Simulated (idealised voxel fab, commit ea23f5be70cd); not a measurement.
voxel double patterning: a process module
For reference, the cross-section in this document is cut, with width 190 nm and square cells of 5 nm.
In what follows, cross-sections appear as grids of square cells, described through bands that run from the top down, where every band is one or more rows of cells.
Each band's line starts with the height of the band's top and of its bottom, in nm. Then come its materials from left to right, each with its width in nm. One material with "full width" fills the band from edge to edge. "empty" is empty space.
Beneath 0, the wafer as received is one material, and that level is where height counting begins. The lowest band goes on downward without a bottom; it is written like "from 0 down".
Graded width ("30..40"): value in top row of band = first number; value in bottom row = second number; row-to-row change constant.
A step reported as "no modifications" is a step in which no cell of the cross-section changed.
"Closed-off voids": empty spaces of 8 cells or more with no open way to the top, each given as width x height at distance, distance from the left edge, all in nm.
On each step's line, the part that comes after the settings is the simulator's own comment on the step.
"overlay nm", when on a step's line for a step with a mask, measures how far to the right of its planned place the mask lay; a negative measure means to the left.
**Process steps foreseen in the plan**
1 RECEIVE | material Si
2 CONFORMAL_DEP | material SiO2 | thk nm 5
3 DIRECTIONAL_DEP | material TiN | thk nm 10
4 DIRECTIONAL_DEP | material SiN | thk nm 5
5 PATTERN | tone open | mask id FIRST | material resist | width nm 15 | pitch nm 50 | thk nm 20 | overlay nm 0
6 DIRECTIONAL_ETCH | etch materials SiN | depth nm 5
7 STRIP | etch materials resist
8 DIRECTIONAL_DEP | material aC | thk nm 10
9 PATTERN | tone open | mask id SECOND | material resist | width nm 15 | thk nm 25 | overlay nm 0
10 DIRECTIONAL_ETCH | etch materials aC | depth nm 10
11 STRIP | etch materials resist
12 DIRECTIONAL_ETCH | etch materials SiN | depth nm 5
13 STRIP | etch materials aC
14 DIRECTIONAL_ETCH | etch materials TiN | depth nm 10
15 STRIP | etch materials SiN
Be aware that, although all wafers share a common starting state, the width nm at step 9 differs among them, and the plan displays the first wafer's value.
**The as-received cross-section of the first of several wafers corresponds to the state after step 1**
> from 0 down: Si full width
> Closed-off voids: none
**End-of-module cross-section, first of several wafers, after last step 15**
> from 15 to 5: TiN: 60, then empty: 15, then TiN: 10, then empty: 15, then TiN: 10, then empty: 15, then TiN: 65
> from 5 to 0: SiO2 full width
> from 0 down: Si full width
> Closed-off voids: none
**Last wafer, end of module, cross-section**
> from 15 to 5: TiN: 60, then empty: 15, then TiN: 5, then empty: 45, then TiN: 65
> from 5 to 0: SiO2 full width
> from 0 down: Si full width
> Closed-off voids: none
**The following table contains a row per wafer, in which are reported, at the conclusion of the module, the cells of each material gained (+) or lost (-) since the wafer's receipt, with its closed voids given thereafter**
width nm 15 | +38 SiO2 | +58 TiN | Closed-off voids: none
width nm 20 | +38 SiO2 | +56 TiN | Closed-off voids: none
width nm 25 | +38 SiO2 | +54 TiN | Closed-off voids: none
width nm 30 | +38 SiO2 | +52 TiN | Closed-off voids: none
